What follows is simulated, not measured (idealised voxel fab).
Name of the process module below: voxel wiring stack
For reference, the cross-section in this document is cut, with width 250 nm and square cells of 5 nm.
Just so we're on the same page, the cross-sections are grids of square cells, and they're listed out in bands top to bottom, each band one or more rows deep. Look at the band entry: it leads with the top's height and the bottom's height in nm. Then it lists the materials left to right, with a width in nm for each. The word "edge to edge" on a single material says that material fills the band edge to edge. The word "empty" is empty space. Height 0 is the level under which the wafer as received is all one material. The lowest band goes on downwards, as in "0 -> down". Quick explanation for "30->40": the width changes in equal steps down the rows of cells, from the first number in the band's top row to the second number in its bottom row. Any step labelled "identical to before" changed none of the cells in the cross-section. The label "closed voids" introduces a list of the empty spaces, 8 cells or larger, that have no open way up to the top; each entry in it reads width x height at distance, where the distance is taken from the left edge and all three are stated in nm. What comes after the settings on a step's line is commentary from the simulator itself on that step. overlay nm: where the mask lay relative to plan, measured to the right, on steps with a mask; negatives go left.

### The following list gives the planned process steps
1. op RECEIVE | material Si
2. op CONFORMAL_DEP | material SiO2 | thk nm 10
3. op DIRECTIONAL_DEP | material TiN | thk nm 5
4. op DIRECTIONAL_DEP | material W | thk nm 25
5. op PATTERN | tone cover | mask id METAL_1 | material resist | width nm 30 | pitch nm 55 | thk nm 20 | overlay nm 0
6. op DIRECTIONAL_ETCH | etch materials W | depth nm 25
7. op DIRECTIONAL_ETCH | etch materials TiN | depth nm 5
8. op STRIP | etch materials resist
9. op CONFORMAL_DEP | material SiN | thk nm 5
10. op FILL_DEP | material SiO2 | thk nm 10
11. op CMP | height nm 40
12. op CONFORMAL_DEP | material SiCN | thk nm 5
13. op DIRECTIONAL_DEP | material SiO2 | thk nm 30
14. op PATTERN | tone open | mask id METAL_2_HOLES | material resist | width nm 15 | pitch nm 55 | thk nm 20 | overlay nm 0
15. op DIRECTIONAL_ETCH | etch materials SiO2 | depth nm 30
16. op STRIP | etch materials resist
17. op PATTERN | tone open | mask id METAL_2 | material resist | width nm 30 | pitch nm 55 | thk nm 20 | overlay nm 0
18. op DIRECTIONAL_ETCH | etch materials SiO2 | depth nm 20
19. op DIRECTIONAL_ETCH | etch materials SiCN | depth nm 5
20. op STRIP | etch materials resist
21. op CONFORMAL_DEP | material TiN | thk nm 5
22. op FILL_DEP | material Ru | thk nm 5
23. op CMP | height nm 75
24. op CONFORMAL_DEP | material SiCN | thk nm 5
25. op DIRECTIONAL_DEP | material SiO2 | thk nm 35
26. op MASKED_ETCH | tone open | mask id METAL_3_HOLES | width nm 15 | pitch nm 55 | etch materials SiO2 | depth nm 35 | overlay nm 0
27. op MASKED_ETCH | tone open | mask id METAL_3 | width nm 30 | pitch nm 55 | etch materials SiO2 | depth nm 20 | overlay nm 0
28. op MASKED_ETCH | tone open | mask id METAL_3 | width nm 30 | pitch nm 55 | etch materials SiCN | depth nm 5 | overlay nm 0
29. op CONFORMAL_DEP | material TiN | thk nm 5
30. op FILL_DEP | material Cu | thk nm 10
31. op CMP | height nm 115
32. op CONFORMAL_DEP | material SiCN | thk nm 5

### As-received wafer cross-section (after step 1)
	0 -> down: Si edge to edge
	closed voids: none

### Here's the wafer cut in cross-section after the module, started and planned just like above, except one thing was done wrong in the run
	120 -> 115: SiCN edge to edge
	115 -> 100: SiO2 80, TiN 5, Cu 5, TiN 5, SiO2 40, TiN 5, Cu 5, TiN 5, SiO2 100
	100 -> 95: SiO2 80, TiN 15, SiO2 40, TiN 15, SiO2 100
	95 -> 80: SiO2 edge to edge
	80 -> 75: SiCN edge to edge
	75 -> 60: SiO2 80, TiN 5, Ru 20, TiN 5, SiO2 25, TiN 5, Ru 20, TiN 5, SiO2 85
	60 -> 55: SiO2 80, TiN 5, Ru 5, TiN 20, SiO2 25, TiN 5, Ru 5, TiN 20, SiO2 85
	55 -> 45: SiO2 80, TiN 5, Ru 5, TiN 5, SiO2 40, TiN 5, Ru 5, TiN 5, SiO2 100
	45 -> 40: SiCN 80, TiN 15, SiCN 40, TiN 15, SiCN 100
	40 -> 15: SiO2 75, SiN 5, W 30, SiN 5, SiO2 15, SiN 5, W 30, SiN 5, SiO2 80
	15 -> 10: SiN 80, TiN 30, SiN 25, TiN 30, SiN 85
	10 -> 0: SiO2 edge to edge
	0 -> down: Si edge to edge
	closed voids: none
Processing error: the plan's step 25 ran twice
